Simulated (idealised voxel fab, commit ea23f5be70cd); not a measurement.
voxel self aligned vias: a process module
cross-section cut | 175 nm wide | cells 5 nm
In what follows, cross-sections appear as grids of square cells, described through bands that run from the top down, where every band is one or more rows of cells.
First you get the band's top height and its bottom height, in nm, and then the materials it's made of, left to right, with each width in nm. If you see a single material with "throughout", that one covers the band edge to edge. "air" is empty space.
Heights are measured from 0, the level below which the as-received wafer is all one material; the lowest band has no bottom and continues downward, written as in "0 down".
Top row gets the first number, bottom row gets the second, and each row in between changes by the same step: that is how a band width like "30->40" works.
"nothing altered" after a step means that no cell of the cross-section changed.
For the entry "Unvented cavities", the listed items are empty spaces with no open way to the top whose size is 8 cells or more; each item follows the pattern width x height at distance, where distance is from the left edge and all three are in nm.
If you see something after the settings on a step's line, that's the simulator's own remark about that step.
"overlay nm", when on a step's line for a step with a mask, measures how far to the right of its planned place the mask lay; a negative measure means to the left.
Steps in the process plan:
step 1: RECEIVE with material Si
step 2: CONFORMAL_DEP with material SiO2, thk nm 10
step 3: CONFORMAL_DEP with material SiCN, thk nm 5
step 4: DIRECTIONAL_DEP with material SiO2, thk nm 20
step 5: DIRECTIONAL_DEP with material aC, thk nm 10
step 6: PATTERN with tone open, mask id LINES, material resist, width nm 20, pitch nm 50, thk nm 25, overlay nm 0
step 7: DIRECTIONAL_ETCH with etch materials aC, depth nm 10
step 8: STRIP with etch materials resist
step 9: DIRECTIONAL_ETCH with etch materials SiO2, depth nm 20
step 10: STRIP with etch materials aC
step 11: CONFORMAL_DEP with material TiN, thk nm 5
step 12: FILL_DEP with material W, thk nm 5
step 13: CMP with height nm 35
step 14: SELECTIVE_ETCH with etch materials W Ru TiN, depth nm 5
step 15: FILL_DEP with material SiN, thk nm 10
step 16: CMP with height nm 35
step 17: DIRECTIONAL_DEP with material SiO2, thk nm 15
step 18: MASKED_ETCH with tone open, mask id VIAS, width nm 30, pitch nm 100, etch materials SiO2, depth nm 15, overlay nm 0
step 19: MASKED_ETCH with tone open, mask id VIAS, width nm 30, pitch nm 100, etch materials SiN, depth nm 5, overlay nm 0
step 20: CONFORMAL_DEP with material TiN, thk nm 5
step 21: FILL_DEP with material Ru, thk nm 5
step 22: CMP with height nm 50
step 23: CONFORMAL_DEP with material SiCN, thk nm 5
as received, after step 1:
* 0 down | Si throughout
* Unvented cavities: none
Cross-section: first of two wafers, module finished, run according to plan:
* 55 to 50 | SiCN throughout
* 50 to 40 | 20 nm SiO2 / 5 nm TiN / 20 nm Ru / 5 nm TiN / 70 nm SiO2 / 5 nm TiN / 20 nm Ru / 5 nm TiN / 25 nm SiO2
* 40 to 35 | 20 nm SiO2 / 10 nm TiN / 10 nm Ru / 10 nm TiN / 70 nm SiO2 / 10 nm TiN / 10 nm Ru / 10 nm TiN / 25 nm SiO2
* 35 to 30 | 25 nm SiO2 / 20 nm TiN / 30 nm SiO2 / 20 nm SiN / 30 nm SiO2 / 20 nm TiN / 30 nm SiO2
* 30 to 20 | 25 nm SiO2 / 5 nm TiN / 10 nm W / 5 nm TiN / 30 nm SiO2 / 5 nm TiN / 10 nm W / 5 nm TiN / 30 nm SiO2 / 5 nm TiN / 10 nm W / 5 nm TiN / 30 nm SiO2
* 20 to 15 | 25 nm SiO2 / 20 nm TiN / 30 nm SiO2 / 20 nm TiN / 30 nm SiO2 / 20 nm TiN / 30 nm SiO2
* 15 to 10 | SiCN throughout
* 10 to 0 | SiO2 throughout
* 0 down | Si throughout
* Unvented cavities: none
second wafer at the end: like start, like plan, one mistake:
* 55 to 50 | SiCN throughout
* 50 to 40 | 20 nm SiO2 / 5 nm TiN / 20 nm Ru / 5 nm TiN / 70 nm SiO2 / 5 nm TiN / 20 nm Ru / 5 nm TiN / 25 nm SiO2
* 40 to 35 | 20 nm SiO2 / 5 nm TiN / 5 nm Ru / 20 nm TiN / 70 nm SiO2 / 5 nm TiN / 5 nm Ru / 20 nm TiN / 25 nm SiO2
* 35 to 30 | 15 nm SiO2 / 5 nm SiN / 15 nm TiN / 30 nm SiO2 / 20 nm SiN / 30 nm SiO2 / 5 nm SiN / 15 nm TiN / 40 nm SiO2
* 30 to 20 | 15 nm SiO2 / 5 nm TiN / 10 nm W / 5 nm TiN / 30 nm SiO2 / 5 nm TiN / 10 nm W / 5 nm TiN / 30 nm SiO2 / 5 nm TiN / 10 nm W / 5 nm TiN / 40 nm SiO2
* 20 to 15 | 15 nm SiO2 / 20 nm TiN / 30 nm SiO2 / 20 nm TiN / 30 nm SiO2 / 20 nm TiN / 40 nm SiO2
* 15 to 10 | SiCN throughout
* 10 to 0 | SiO2 throughout
* 0 down | Si throughout
* Unvented cavities: none
Finding, execution versus plan: for step 6, the planned setting was not used; the step was instead run as PATTERN with tone open, mask id LINES, material resist, width nm 20, pitch nm 50, thk nm 25, overlay nm -10
Upon completion, the second wafer contains, in terms of cells, a greater or smaller amount of certain materials than the first wafer: 2 fewer of Ru; 2 more of SiN
